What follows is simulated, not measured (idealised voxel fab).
Process module name: voxel wiring stack
In the cross-section labelled cut, the width is 255 nm and each square cell is 5 nm.
How to read a cross-section here: the picture is a grid of square cells, written as bands going from the top down, and any band can span one or more rows of cells. It is stipulated that each band's entry specify, in nanometres, the height of the top of the band and then that of its bottom, followed by the materials of the band in left-to-right sequence, each together with its width in nanometres. A single material marked by the word "full width" is understood to fill the band from edge to edge; the word "empty" is understood to denote empty space. Heights from 0 (as-received wafer is one material below). Bottom band endless downward, as "0 nm and below". The notation "30..40" denotes a width that varies across the rows of cells in the band, beginning at the first number in the top row, finishing at the second number in the bottom row, and changing by an identical amount from each row to the next. Take "nothing got changed" at face value: in the step it is given for, the cross-section changed in none of its cells. This entry, "Voids, fully enclosed", enumerates those empty regions of no fewer than 8 cells that possess no open connection to the top. Each region is reported in the form width x height at distance, the distance being taken from the left edge, with all three quantities expressed in nm. On a step's line, text after the settings is the simulator commenting on that step. "overlay nm" denotes, for a step that has a mask, the displacement of the mask to the right of its planned place, with negative values corresponding to the left.
# Steps planned for the process
1: RECEIVE [material Si]
2: CONFORMAL_DEP [material SiO2] [thk nm 15]
3: DIRECTIONAL_DEP [material TiN] [thk nm 5]
4: DIRECTIONAL_DEP [material Ru] [thk nm 20]
5: MASKED_ETCH [tone cover] [mask id METAL_1] [width nm 30] [pitch nm 60] [etch materials Ru] [depth nm 20] [overlay nm 0]
6: MASKED_ETCH [tone cover] [mask id METAL_1] [width nm 30] [pitch nm 60] [etch materials TiN] [depth nm 5] [overlay nm 0]
7: CONFORMAL_DEP [material SiN] [thk nm 5]
8: FILL_DEP [material SiO2] [thk nm 10]
9: CMP [height nm 40]
10: CONFORMAL_DEP [material SiCN] [thk nm 5]
11: DIRECTIONAL_DEP [material lowk] [thk nm 30]
12: PATTERN [tone open] [mask id METAL_2] [material resist] [width nm 30] [pitch nm 60] [thk nm 15] [overlay nm 0]
13: DIRECTIONAL_ETCH [etch materials lowk] [depth nm 20]
14: STRIP [etch materials resist]
15: MASKED_ETCH [tone open] [mask id METAL_2_HOLES] [width nm 15] [pitch nm 120] [etch materials lowk] [depth nm 10] [overlay nm 0]
16: MASKED_ETCH [tone open] [mask id METAL_2_HOLES] [width nm 15] [pitch nm 120] [etch materials SiCN] [depth nm 5] [overlay nm 0]
17: CONFORMAL_DEP [material TiN] [thk nm 5]
18: FILL_DEP [material Cu] [thk nm 5]
19: CMP [height nm 75]
20: CONFORMAL_DEP [material SiCN] [thk nm 5]
21: DIRECTIONAL_DEP [material SiO2] [thk nm 30]
22: MASKED_ETCH [tone open] [mask id METAL_3] [width nm 30] [pitch nm 60] [etch materials SiO2] [depth nm 15] [overlay nm 0]
23: MASKED_ETCH [tone open] [mask id METAL_3_HOLES] [width nm 15] [pitch nm 120] [etch materials SiO2] [depth nm 15] [overlay nm 0]
24: MASKED_ETCH [tone open] [mask id METAL_3_HOLES] [width nm 15] [pitch nm 120] [etch materials SiCN] [depth nm 5] [overlay nm 0]
25: CONFORMAL_DEP [material TiN] [thk nm 5]
26: FILL_DEP [material Cu] [thk nm 10]
27: CMP [height nm 110]
28: CONFORMAL_DEP [material SiCN] [thk nm 5]
29: DIRECTIONAL_DEP [material SiO2] [thk nm 30]
30: PATTERN [tone open] [mask id METAL_4] [material resist] [width nm 30] [pitch nm 60] [thk nm 15] [overlay nm 0]
31: DIRECTIONAL_ETCH [etch materials SiO2] [depth nm 15]
32: STRIP [etch materials resist]
33: MASKED_ETCH [tone open] [mask id METAL_4_HOLES] [width nm 15] [pitch nm 60] [etch materials SiO2] [depth nm 15] [overlay nm 0]
34: MASKED_ETCH [tone open] [mask id METAL_4_HOLES] [width nm 15] [pitch nm 60] [etch materials SiCN] [depth nm 5] [overlay nm 0]
35: CONFORMAL_DEP [material TiN] [thk nm 5]
36: FILL_DEP [material Cu] [thk nm 10]
37: CMP [height nm 145]
38: CONFORMAL_DEP [material SiN] [thk nm 5]
# The first of a set of two wafers, run to plan
# as received, after step 1
0 nm and below | Si full width
Voids, fully enclosed: none
# The wafer, seen in cross-section, after step 2
15 nm to 0 nm | SiO2 full width
Rest of section, below 0: as before.
# The wafer, seen in cross-section, after step 3
20 nm to 15 nm | TiN full width
Rest of section, below 15: as before.
# The wafer, seen in cross-section, after step 4
40 nm to 20 nm | Ru full width
Rest of section, below 20: as before.
# The wafer, seen in cross-section, after step 5
40 nm to 20 nm | empty 20, then Ru 30, then empty 30, then Ru 30, then empty 30, then Ru 30, then empty 30, then Ru 30, then empty 25
Rest of section, below 20: as before.
# The wafer, seen in cross-section, after step 6
40 nm to 20 nm | empty 20, then Ru 30, then empty 30, then Ru 30, then empty 30, then Ru 30, then empty 30, then Ru 30, then empty 25
20 nm to 15 nm | empty 20, then TiN 30, then empty 30, then TiN 30, then empty 30, then TiN 30, then empty 30, then TiN 30, then empty 25
Rest of section, below 15: as before.
# The wafer, seen in cross-section, after step 7
45 nm to 40 nm | empty 15, then SiN 40, then empty 20, then SiN 40, then empty 20, then SiN 40, then empty 20, then SiN 40, then empty 20
40 nm to 20 nm | empty 15, then SiN 5, then Ru 30, then SiN 5, then empty 20, then SiN 5, then Ru 30, then SiN 5, then empty 20, then SiN 5, then Ru 30, then SiN 5, then empty 20, then SiN 5, then Ru 30, then SiN 5, then empty 20
20 nm to 15 nm | SiN 20, then TiN 30, then SiN 30, then TiN 30, then SiN 30, then TiN 30, then SiN 30, then TiN 30, then SiN 25
Rest of section, below 15: as before.
# The wafer, seen in cross-section, after step 8
55 nm to 45 nm | SiO2 full width
45 nm to 40 nm | SiO2 15, then SiN 40, then SiO2 20, then SiN 40, then SiO2 20, then SiN 40, then SiO2 20, then SiN 40, then SiO2 20
40 nm to 20 nm | SiO2 15, then SiN 5, then Ru 30, then SiN 5, then SiO2 20, then SiN 5, then Ru 30, then SiN 5, then SiO2 20, then SiN 5, then Ru 30, then SiN 5, then SiO2 20, then SiN 5, then Ru 30, then SiN 5, then SiO2 20
Rest of section, below 20: as before.
# The wafer, seen in cross-section, after step 9
40 nm to 20 nm | SiO2 15, then SiN 5, then Ru 30, then SiN 5, then SiO2 20, then SiN 5, then Ru 30, then SiN 5, then SiO2 20, then SiN 5, then Ru 30, then SiN 5, then SiO2 20, then SiN 5, then Ru 30, then SiN 5, then SiO2 20
Rest of section, below 20: as before.
# The wafer, seen in cross-section, after step 10
45 nm to 40 nm | SiCN full width
Rest of section, below 40: as before.
# The wafer, seen in cross-section, after step 11
75 nm to 45 nm | lowk full width
Rest of section, below 45: as before.
# The wafer, seen in cross-section, after step 12
90 nm to 75 nm | resist 20, then empty 30, then resist 30, then empty 30, then resist 30, then empty 30, then resist 30, then empty 30, then resist 25
Rest of section, below 75: as before.
# The wafer, seen in cross-section, after step 13
90 nm to 75 nm | resist 20, then empty 30, then resist 30, then empty 30, then resist 30, then empty 30, then resist 30, then empty 30, then resist 25
75 nm to 55 nm | lowk 20, then empty 30, then lowk 30, then empty 30, then lowk 30, then empty 30, then lowk 30, then empty 30, then lowk 25
Rest of section, below 55: as before.
# The wafer, seen in cross-section, after step 14
75 nm to 55 nm | lowk 20, then empty 30, then lowk 30, then empty 30, then lowk 30, then empty 30, then lowk 30, then empty 30, then lowk 25
Rest of section, below 55: as before.
# The wafer, seen in cross-section, after step 15
75 nm to 55 nm | lowk 20, then empty 30, then lowk 30, then empty 30, then lowk 30, then empty 30, then lowk 30, then empty 30, then lowk 25
55 nm to 45 nm | lowk 20, then empty 15, then lowk 105, then empty 15, then lowk 100
Rest of section, below 45: as before.
# The wafer, seen in cross-section, after step 16
75 nm to 55 nm | lowk 20, then empty 30, then lowk 30, then empty 30, then lowk 30, then empty 30, then lowk 30, then empty 30, then lowk 25
55 nm to 45 nm | lowk 20, then empty 15, then lowk 105, then empty 15, then lowk 100
45 nm to 40 nm | SiCN 20, then empty 15, then SiCN 105, then empty 15, then SiCN 100
Rest of section, below 40: as before.
# The wafer, seen in cross-section, after step 17
80 nm to 75 nm | TiN 25, then empty 20, then TiN 40, then empty 20, then TiN 40, then empty 20, then TiN 40, then empty 20, then TiN 30
75 nm to 60 nm | lowk 20, then TiN 5, then empty 20, then TiN 5, then lowk 30, then TiN 5, then empty 20, then TiN 5, then lowk 30, then TiN 5, then empty 20, then TiN 5, then lowk 30, then TiN 5, then empty 20, then TiN 5, then lowk 25
60 nm to 55 nm | lowk 20, then TiN 5, then empty 5, then TiN 20, then lowk 30, then TiN 30, then lowk 30, then TiN 5, then empty 5, then TiN 20, then lowk 30, then TiN 30, then lowk 25
55 nm to 45 nm | lowk 20, then TiN 5, then empty 5, then TiN 5, then lowk 105, then TiN 5, then empty 5, then TiN 5, then lowk 100
45 nm to 40 nm | SiCN 20, then TiN 15, then SiCN 105, then TiN 15, then SiCN 100
Rest of section, below 40: as before.
# The wafer, seen in cross-section, after step 18
85 nm to 80 nm | Cu full width
80 nm to 75 nm | TiN 25, then Cu 20, then TiN 40, then Cu 20, then TiN 40, then Cu 20, then TiN 40, then Cu 20, then TiN 30
75 nm to 60 nm | lowk 20, then TiN 5, then Cu 20, then TiN 5, then lowk 30, then TiN 5, then Cu 20, then TiN 5, then lowk 30, then TiN 5, then Cu 20, then TiN 5, then lowk 30, then TiN 5, then Cu 20, then TiN 5, then lowk 25
60 nm to 55 nm | lowk 20, then TiN 5, then Cu 5, then TiN 20, then lowk 30, then TiN 30, then lowk 30, then TiN 5, then Cu 5, then TiN 20, then lowk 30, then TiN 30, then lowk 25
55 nm to 45 nm | lowk 20, then TiN 5, then Cu 5, then TiN 5, then lowk 105, then TiN 5, then Cu 5, then TiN 5, then lowk 100
Rest of section, below 45: as before.
# The wafer, seen in cross-section, after step 19
75 nm to 60 nm | lowk 20, then TiN 5, then Cu 20, then TiN 5, then lowk 30, then TiN 5, then Cu 20, then TiN 5, then lowk 30, then TiN 5, then Cu 20, then TiN 5, then lowk 30, then TiN 5, then Cu 20, then TiN 5, then lowk 25
Rest of section, below 60: as before.
# The wafer, seen in cross-section, after step 20
80 nm to 75 nm | SiCN full width
Rest of section, below 75: as before.
# The wafer, seen in cross-section, after step 21
110 nm to 80 nm | SiO2 full width
Rest of section, below 80: as before.
# The wafer, seen in cross-section, after step 22
110 nm to 95 nm | SiO2 20, then empty 30, then SiO2 30, then empty 30, then SiO2 30, then empty 30, then SiO2 30, then empty 30, then SiO2 25
Rest of section, below 95: as before.
# The wafer, seen in cross-section, after step 23
110 nm to 95 nm | SiO2 20, then empty 30, then SiO2 30, then empty 30, then SiO2 30, then empty 30, then SiO2 30, then empty 30, then SiO2 25
95 nm to 80 nm | SiO2 20, then empty 15, then SiO2 105, then empty 15, then SiO2 100
Rest of section, below 80: as before.
# The wafer, seen in cross-section, after step 24
110 nm to 95 nm | SiO2 20, then empty 30, then SiO2 30, then empty 30, then SiO2 30, then empty 30, then SiO2 30, then empty 30, then SiO2 25
95 nm to 80 nm | SiO2 20, then empty 15, then SiO2 105, then empty 15, then SiO2 100
80 nm to 75 nm | SiCN 20, then empty 15, then SiCN 105, then empty 15, then SiCN 100
Rest of section, below 75: as before.
# The wafer, seen in cross-section, after step 25
115 nm to 110 nm | TiN 25, then empty 20, then TiN 40, then empty 20, then TiN 40, then empty 20, then TiN 40, then empty 20, then TiN 30
110 nm to 100 nm | SiO2 20, then TiN 5, then empty 20, then TiN 5, then SiO2 30, then TiN 5, then empty 20, then TiN 5, then SiO2 30, then TiN 5, then empty 20, then TiN 5, then SiO2 30, then TiN 5, then empty 20, then TiN 5, then SiO2 25
100 nm to 95 nm | SiO2 20, then TiN 5, then empty 5, then TiN 20, then SiO2 30, then TiN 30, then SiO2 30, then TiN 5, then empty 5, then TiN 20, then SiO2 30, then TiN 30, then SiO2 25
95 nm to 80 nm | SiO2 20, then TiN 5, then empty 5, then TiN 5, then SiO2 105, then TiN 5, then empty 5, then TiN 5, then SiO2 100
80 nm to 75 nm | SiCN 20, then TiN 15, then SiCN 105, then TiN 15, then SiCN 100
Rest of section, below 75: as before.
# The wafer, seen in cross-section, after step 26
125 nm to 115 nm | Cu full width
115 nm to 110 nm | TiN 25, then Cu 20, then TiN 40, then Cu 20, then TiN 40, then Cu 20, then TiN 40, then Cu 20, then TiN 30
110 nm to 100 nm | SiO2 20, then TiN 5, then Cu 20, then TiN 5, then SiO2 30, then TiN 5, then Cu 20, then TiN 5, then SiO2 30, then TiN 5, then Cu 20, then TiN 5, then SiO2 30, then TiN 5, then Cu 20, then TiN 5, then SiO2 25
100 nm to 95 nm | SiO2 20, then TiN 5, then Cu 5, then TiN 20, then SiO2 30, then TiN 30, then SiO2 30, then TiN 5, then Cu 5, then TiN 20, then SiO2 30, then TiN 30, then SiO2 25
95 nm to 80 nm | SiO2 20, then TiN 5, then Cu 5, then TiN 5, then SiO2 105, then TiN 5, then Cu 5, then TiN 5, then SiO2 100
Rest of section, below 80: as before.
# The wafer, seen in cross-section, after step 27
110 nm to 100 nm | SiO2 20, then TiN 5, then Cu 20, then TiN 5, then SiO2 30, then TiN 5, then Cu 20, then TiN 5, then SiO2 30, then TiN 5, then Cu 20, then TiN 5, then SiO2 30, then TiN 5, then Cu 20, then TiN 5, then SiO2 25
Rest of section, below 100: as before.
# The wafer, seen in cross-section, after step 28
115 nm to 110 nm | SiCN full width
Rest of section, below 110: as before.
# The wafer, seen in cross-section, after step 29
145 nm to 115 nm | SiO2 full width
Rest of section, below 115: as before.
# The wafer, seen in cross-section, after step 30
160 nm to 145 nm | resist 20, then empty 30, then resist 30, then empty 30, then resist 30, then empty 30, then resist 30, then empty 30, then resist 25
Rest of section, below 145: as before.
# The wafer, seen in cross-section, after step 31
160 nm to 145 nm | resist 20, then empty 30, then resist 30, then empty 30, then resist 30, then empty 30, then resist 30, then empty 30, then resist 25
145 nm to 130 nm | SiO2 20, then empty 30, then SiO2 30, then empty 30, then SiO2 30, then empty 30, then SiO2 30, then empty 30, then SiO2 25
Rest of section, below 130: as before.
# The wafer, seen in cross-section, after step 32
145 nm to 130 nm | SiO2 20, then empty 30, then SiO2 30, then empty 30, then SiO2 30, then empty 30, then SiO2 30, then empty 30, then SiO2 25
Rest of section, below 130: as before.
# The wafer, seen in cross-section, after step 33
145 nm to 130 nm | SiO2 20, then empty 30, then SiO2 30, then empty 30, then SiO2 30, then empty 30, then SiO2 30, then empty 30, then SiO2 25
130 nm to 115 nm | SiO2 20, then empty 15, then SiO2 45, then empty 15, then SiO2 45, then empty 15, then SiO2 45, then empty 15, then SiO2 40
Rest of section, below 115: as before.
# The wafer, seen in cross-section, after step 34
145 nm to 130 nm | SiO2 20, then empty 30, then SiO2 30, then empty 30, then SiO2 30, then empty 30, then SiO2 30, then empty 30, then SiO2 25
130 nm to 115 nm | SiO2 20, then empty 15, then SiO2 45, then empty 15, then SiO2 45, then empty 15, then SiO2 45, then empty 15, then SiO2 40
115 nm to 110 nm | SiCN 20, then empty 15, then SiCN 45, then empty 15, then SiCN 45, then empty 15, then SiCN 45, then empty 15, then SiCN 40
Rest of section, below 110: as before.
# The wafer, seen in cross-section, after step 35
150 nm to 145 nm | TiN 25, then empty 20, then TiN 40, then empty 20, then TiN 40, then empty 20, then TiN 40, then empty 20, then TiN 30
145 nm to 135 nm | SiO2 20, then TiN 5, then empty 20, then TiN 5, then SiO2 30, then TiN 5, then empty 20, then TiN 5, then SiO2 30, then TiN 5, then empty 20, then TiN 5, then SiO2 30, then TiN 5, then empty 20, then TiN 5, then SiO2 25
135 nm to 130 nm | SiO2 20, then TiN 5, then empty 5, then TiN 20, then SiO2 30, then TiN 5, then empty 5, then TiN 20, then SiO2 30, then TiN 5, then empty 5, then TiN 20, then SiO2 30, then TiN 5, then empty 5, then TiN 20, then SiO2 25
130 nm to 115 nm | SiO2 20, then TiN 5, then empty 5, then TiN 5, then SiO2 45, then TiN 5, then empty 5, then TiN 5, then SiO2 45, then TiN 5, then empty 5, then TiN 5, then SiO2 45, then TiN 5, then empty 5, then TiN 5, then SiO2 40
115 nm to 110 nm | SiCN 20, then TiN 15, then SiCN 45, then TiN 15, then SiCN 45, then TiN 15, then SiCN 45, then TiN 15, then SiCN 40
Rest of section, below 110: as before.
# The wafer, seen in cross-section, after step 36
160 nm to 150 nm | Cu full width
150 nm to 145 nm | TiN 25, then Cu 20, then TiN 40, then Cu 20, then TiN 40, then Cu 20, then TiN 40, then Cu 20, then TiN 30
145 nm to 135 nm | SiO2 20, then TiN 5, then Cu 20, then TiN 5, then SiO2 30, then TiN 5, then Cu 20, then TiN 5, then SiO2 30, then TiN 5, then Cu 20, then TiN 5, then SiO2 30, then TiN 5, then Cu 20, then TiN 5, then SiO2 25
135 nm to 130 nm | SiO2 20, then TiN 5, then Cu 5, then TiN 20, then SiO2 30, then TiN 5, then Cu 5, then TiN 20, then SiO2 30, then TiN 5, then Cu 5, then TiN 20, then SiO2 30, then TiN 5, then Cu 5, then TiN 20, then SiO2 25
130 nm to 115 nm | SiO2 20, then TiN 5, then Cu 5, then TiN 5, then SiO2 45, then TiN 5, then Cu 5, then TiN 5, then SiO2 45, then TiN 5, then Cu 5, then TiN 5, then SiO2 45, then TiN 5, then Cu 5, then TiN 5, then SiO2 40
Rest of section, below 115: as before.
# The wafer, seen in cross-section, after step 37
145 nm to 135 nm | SiO2 20, then TiN 5, then Cu 20, then TiN 5, then SiO2 30, then TiN 5, then Cu 20, then TiN 5, then SiO2 30, then TiN 5, then Cu 20, then TiN 5, then SiO2 30, then TiN 5, then Cu 20, then TiN 5, then SiO2 25
Rest of section, below 135: as before.
# The wafer, seen in cross-section, after step 38
150 nm to 145 nm | SiN full width
Rest of section, below 145: as before.
# Second of two: same start, same plan, one run error; steps up to and including 8 match the first
Here is the second wafer in cross-section at the point where step 9 of the plan should have been done: nothing got changed
# Here is the second wafer in cross-section at the point where step 10 of the plan should have been done
60 nm to 55 nm | SiCN full width
Rest of section, below 55: as before.
# Here is the second wafer in cross-section at the point where step 11 of the plan should have been done
90 nm to 60 nm | lowk full width
Rest of section, below 60: as before.
# Here is the second wafer in cross-section at the point where step 12 of the plan should have been done
105 nm to 90 nm | resist 20, then empty 30, then resist 30, then empty 30, then resist 30, then empty 30, then resist 30, then empty 30, then resist 25
Rest of section, below 90: as before.
# Here is the second wafer in cross-section at the point where step 13 of the plan should have been done
105 nm to 90 nm | resist 20, then empty 30, then resist 30, then empty 30, then resist 30, then empty 30, then resist 30, then empty 30, then resist 25
90 nm to 70 nm | lowk 20, then empty 30, then lowk 30, then empty 30, then lowk 30, then empty 30, then lowk 30, then empty 30, then lowk 25
Rest of section, below 70: as before.
# Here is the second wafer in cross-section at the point where step 14 of the plan should have been done
90 nm to 70 nm | lowk 20, then empty 30, then lowk 30, then empty 30, then lowk 30, then empty 30, then lowk 30, then empty 30, then lowk 25
Rest of section, below 70: as before.
# Here is the second wafer in cross-section at the point where step 15 of the plan should have been done
90 nm to 70 nm | lowk 20, then empty 30, then lowk 30, then empty 30, then lowk 30, then empty 30, then lowk 30, then empty 30, then lowk 25
70 nm to 60 nm | lowk 20, then empty 15, then lowk 105, then empty 15, then lowk 100
Rest of section, below 60: as before.
# Here is the second wafer in cross-section at the point where step 16 of the plan should have been done
90 nm to 70 nm | lowk 20, then empty 30, then lowk 30, then empty 30, then lowk 30, then empty 30, then lowk 30, then empty 30, then lowk 25
70 nm to 60 nm | lowk 20, then empty 15, then lowk 105, then empty 15, then lowk 100
60 nm to 55 nm | SiCN 20, then empty 15, then SiCN 105, then empty 15, then SiCN 100
Rest of section, below 55: as before.
# Here is the second wafer in cross-section at the point where step 17 of the plan should have been done
95 nm to 90 nm | TiN 25, then empty 20, then TiN 40, then empty 20, then TiN 40, then empty 20, then TiN 40, then empty 20, then TiN 30
90 nm to 75 nm | lowk 20, then TiN 5, then empty 20, then TiN 5, then lowk 30, then TiN 5, then empty 20, then TiN 5, then lowk 30, then TiN 5, then empty 20, then TiN 5, then lowk 30, then TiN 5, then empty 20, then TiN 5, then lowk 25
75 nm to 70 nm | lowk 20, then TiN 5, then empty 5, then TiN 20, then lowk 30, then TiN 30, then lowk 30, then TiN 5, then empty 5, then TiN 20, then lowk 30, then TiN 30, then lowk 25
70 nm to 60 nm | lowk 20, then TiN 5, then empty 5, then TiN 5, then lowk 105, then TiN 5, then empty 5, then TiN 5, then lowk 100
60 nm to 55 nm | SiCN 20, then TiN 15, then SiCN 105, then TiN 15, then SiCN 100
Rest of section, below 55: as before.
# Here is the second wafer in cross-section at the point where step 18 of the plan should have been done
100 nm to 95 nm | Cu full width
95 nm to 90 nm | TiN 25, then Cu 20, then TiN 40, then Cu 20, then TiN 40, then Cu 20, then TiN 40, then Cu 20, then TiN 30
90 nm to 75 nm | lowk 20, then TiN 5, then Cu 20, then TiN 5, then lowk 30, then TiN 5, then Cu 20, then TiN 5, then lowk 30, then TiN 5, then Cu 20, then TiN 5, then lowk 30, then TiN 5, then Cu 20, then TiN 5, then lowk 25
75 nm to 70 nm | lowk 20, then TiN 5, then Cu 5, then TiN 20, then lowk 30, then TiN 30, then lowk 30, then TiN 5, then Cu 5, then TiN 20, then lowk 30, then TiN 30, then lowk 25
70 nm to 60 nm | lowk 20, then TiN 5, then Cu 5, then TiN 5, then lowk 105, then TiN 5, then Cu 5, then TiN 5, then lowk 100
Rest of section, below 60: as before.
# Here is the second wafer in cross-section at the point where step 19 of the plan should have been done
75 nm to 70 nm | lowk 20, then TiN 5, then Cu 5, then TiN 20, then lowk 30, then TiN 30, then lowk 30, then TiN 5, then Cu 5, then TiN 20, then lowk 30, then TiN 30, then lowk 25
Rest of section, below 70: as before.
# Here is the second wafer in cross-section at the point where step 20 of the plan should have been done
80 nm to 75 nm | SiCN full width
Rest of section, below 75: as before.
# Here is the second wafer in cross-section at the point where step 21 of the plan should have been done
110 nm to 80 nm | SiO2 full width
Rest of section, below 80: as before.
# Here is the second wafer in cross-section at the point where step 22 of the plan should have been done
110 nm to 95 nm | SiO2 20, then empty 30, then SiO2 30, then empty 30, then SiO2 30, then empty 30, then SiO2 30, then empty 30, then SiO2 25
Rest of section, below 95: as before.
# Here is the second wafer in cross-section at the point where step 23 of the plan should have been done
110 nm to 95 nm | SiO2 20, then empty 30, then SiO2 30, then empty 30, then SiO2 30, then empty 30, then SiO2 30, then empty 30, then SiO2 25
95 nm to 80 nm | SiO2 20, then empty 15, then SiO2 105, then empty 15, then SiO2 100
Rest of section, below 80: as before.
# Here is the second wafer in cross-section at the point where step 24 of the plan should have been done
110 nm to 95 nm | SiO2 20, then empty 30, then SiO2 30, then empty 30, then SiO2 30, then empty 30, then SiO2 30, then empty 30, then SiO2 25
95 nm to 80 nm | SiO2 20, then empty 15, then SiO2 105, then empty 15, then SiO2 100
80 nm to 75 nm | SiCN 20, then empty 15, then SiCN 105, then empty 15, then SiCN 100
Rest of section, below 75: as before.
# Here is the second wafer in cross-section at the point where step 25 of the plan should have been done
115 nm to 110 nm | TiN 25, then empty 20, then TiN 40, then empty 20, then TiN 40, then empty 20, then TiN 40, then empty 20, then TiN 30
110 nm to 100 nm | SiO2 20, then TiN 5, then empty 20, then TiN 5, then SiO2 30, then TiN 5, then empty 20, then TiN 5, then SiO2 30, then TiN 5, then empty 20, then TiN 5, then SiO2 30, then TiN 5, then empty 20, then TiN 5, then SiO2 25
100 nm to 95 nm | SiO2 20, then TiN 5, then empty 5, then TiN 20, then SiO2 30, then TiN 30, then SiO2 30, then TiN 5, then empty 5, then TiN 20, then SiO2 30, then TiN 30, then SiO2 25
95 nm to 80 nm | SiO2 20, then TiN 5, then empty 5, then TiN 5, then SiO2 105, then TiN 5, then empty 5, then TiN 5, then SiO2 100
80 nm to 75 nm | SiCN 20, then TiN 15, then SiCN 105, then TiN 15, then SiCN 100
Rest of section, below 75: as before.
# Here is the second wafer in cross-section at the point where step 26 of the plan should have been done
125 nm to 115 nm | Cu full width
115 nm to 110 nm | TiN 25, then Cu 20, then TiN 40, then Cu 20, then TiN 40, then Cu 20, then TiN 40, then Cu 20, then TiN 30
110 nm to 100 nm | SiO2 20, then TiN 5, then Cu 20, then TiN 5, then SiO2 30, then TiN 5, then Cu 20, then TiN 5, then SiO2 30, then TiN 5, then Cu 20, then TiN 5, then SiO2 30, then TiN 5, then Cu 20, then TiN 5, then SiO2 25
100 nm to 95 nm | SiO2 20, then TiN 5, then Cu 5, then TiN 20, then SiO2 30, then TiN 30, then SiO2 30, then TiN 5, then Cu 5, then TiN 20, then SiO2 30, then TiN 30, then SiO2 25
95 nm to 80 nm | SiO2 20, then TiN 5, then Cu 5, then TiN 5, then SiO2 105, then TiN 5, then Cu 5, then TiN 5, then SiO2 100
Rest of section, below 80: as before.
# Here is the second wafer in cross-section at the point where step 27 of the plan should have been done
110 nm to 100 nm | SiO2 20, then TiN 5, then Cu 20, then TiN 5, then SiO2 30, then TiN 5, then Cu 20, then TiN 5, then SiO2 30, then TiN 5, then Cu 20, then TiN 5, then SiO2 30, then TiN 5, then Cu 20, then TiN 5, then SiO2 25
Rest of section, below 100: as before.
# Here is the second wafer in cross-section at the point where step 28 of the plan should have been done
115 nm to 110 nm | SiCN full width
Rest of section, below 110: as before.
# Here is the second wafer in cross-section at the point where step 29 of the plan should have been done
145 nm to 115 nm | SiO2 full width
Rest of section, below 115: as before.
# Here is the second wafer in cross-section at the point where step 30 of the plan should have been done
160 nm to 145 nm | resist 20, then empty 30, then resist 30, then empty 30, then resist 30, then empty 30, then resist 30, then empty 30, then resist 25
Rest of section, below 145: as before.
# Here is the second wafer in cross-section at the point where step 31 of the plan should have been done
160 nm to 145 nm | resist 20, then empty 30, then resist 30, then empty 30, then resist 30, then empty 30, then resist 30, then empty 30, then resist 25
145 nm to 130 nm | SiO2 20, then empty 30, then SiO2 30, then empty 30, then SiO2 30, then empty 30, then SiO2 30, then empty 30, then SiO2 25
Rest of section, below 130: as before.
# Here is the second wafer in cross-section at the point where step 32 of the plan should have been done
145 nm to 130 nm | SiO2 20, then empty 30, then SiO2 30, then empty 30, then SiO2 30, then empty 30, then SiO2 30, then empty 30, then SiO2 25
Rest of section, below 130: as before.
# Here is the second wafer in cross-section at the point where step 33 of the plan should have been done
145 nm to 130 nm | SiO2 20, then empty 30, then SiO2 30, then empty 30, then SiO2 30, then empty 30, then SiO2 30, then empty 30, then SiO2 25
130 nm to 115 nm | SiO2 20, then empty 15, then SiO2 45, then empty 15, then SiO2 45, then empty 15, then SiO2 45, then empty 15, then SiO2 40
Rest of section, below 115: as before.
# Here is the second wafer in cross-section at the point where step 34 of the plan should have been done
145 nm to 130 nm | SiO2 20, then empty 30, then SiO2 30, then empty 30, then SiO2 30, then empty 30, then SiO2 30, then empty 30, then SiO2 25
130 nm to 115 nm | SiO2 20, then empty 15, then SiO2 45, then empty 15, then SiO2 45, then empty 15, then SiO2 45, then empty 15, then SiO2 40
115 nm to 110 nm | SiCN 20, then empty 15, then SiCN 45, then empty 15, then SiCN 45, then empty 15, then SiCN 45, then empty 15, then SiCN 40
Rest of section, below 110: as before.
# Here is the second wafer in cross-section at the point where step 35 of the plan should have been done
150 nm to 145 nm | TiN 25, then empty 20, then TiN 40, then empty 20, then TiN 40, then empty 20, then TiN 40, then empty 20, then TiN 30
145 nm to 135 nm | SiO2 20, then TiN 5, then empty 20, then TiN 5, then SiO2 30, then TiN 5, then empty 20, then TiN 5, then SiO2 30, then TiN 5, then empty 20, then TiN 5, then SiO2 30, then TiN 5, then empty 20, then TiN 5, then SiO2 25
135 nm to 130 nm | SiO2 20, then TiN 5, then empty 5, then TiN 20, then SiO2 30, then TiN 5, then empty 5, then TiN 20, then SiO2 30, then TiN 5, then empty 5, then TiN 20, then SiO2 30, then TiN 5, then empty 5, then TiN 20, then SiO2 25
130 nm to 115 nm | SiO2 20, then TiN 5, then empty 5, then TiN 5, then SiO2 45, then TiN 5, then empty 5, then TiN 5, then SiO2 45, then TiN 5, then empty 5, then TiN 5, then SiO2 45, then TiN 5, then empty 5, then TiN 5, then SiO2 40
115 nm to 110 nm | SiCN 20, then TiN 15, then SiCN 45, then TiN 15, then SiCN 45, then TiN 15, then SiCN 45, then TiN 15, then SiCN 40
Rest of section, below 110: as before.
# Here is the second wafer in cross-section at the point where step 36 of the plan should have been done
160 nm to 150 nm | Cu full width
150 nm to 145 nm | TiN 25, then Cu 20, then TiN 40, then Cu 20, then TiN 40, then Cu 20, then TiN 40, then Cu 20, then TiN 30
145 nm to 135 nm | SiO2 20, then TiN 5, then Cu 20, then TiN 5, then SiO2 30, then TiN 5, then Cu 20, then TiN 5, then SiO2 30, then TiN 5, then Cu 20, then TiN 5, then SiO2 30, then TiN 5, then Cu 20, then TiN 5, then SiO2 25
135 nm to 130 nm | SiO2 20, then TiN 5, then Cu 5, then TiN 20, then SiO2 30, then TiN 5, then Cu 5, then TiN 20, then SiO2 30, then TiN 5, then Cu 5, then TiN 20, then SiO2 30, then TiN 5, then Cu 5, then TiN 20, then SiO2 25
130 nm to 115 nm | SiO2 20, then TiN 5, then Cu 5, then TiN 5, then SiO2 45, then TiN 5, then Cu 5, then TiN 5, then SiO2 45, then TiN 5, then Cu 5, then TiN 5, then SiO2 45, then TiN 5, then Cu 5, then TiN 5, then SiO2 40
Rest of section, below 115: as before.
# Here is the second wafer in cross-section at the point where step 37 of the plan should have been done
145 nm to 135 nm | SiO2 20, then TiN 5, then Cu 20, then TiN 5, then SiO2 30, then TiN 5, then Cu 20, then TiN 5, then SiO2 30, then TiN 5, then Cu 20, then TiN 5, then SiO2 30, then TiN 5, then Cu 20, then TiN 5, then SiO2 25
Rest of section, below 135: as before.
# Here is the second wafer in cross-section at the point where step 38 of the plan should have been done
150 nm to 145 nm | SiN full width
Rest of section, below 145: as before.
It is concluded that the wafer was processed incorrectly with respect to the plan, in that step 9 was left out
The second wafer ends with more or fewer cells of some materials than the first, per final count: 48 fewer of Cu; 32 more of SiN; 121 more of SiO2; 24 fewer of TiN; 81 fewer of lowk
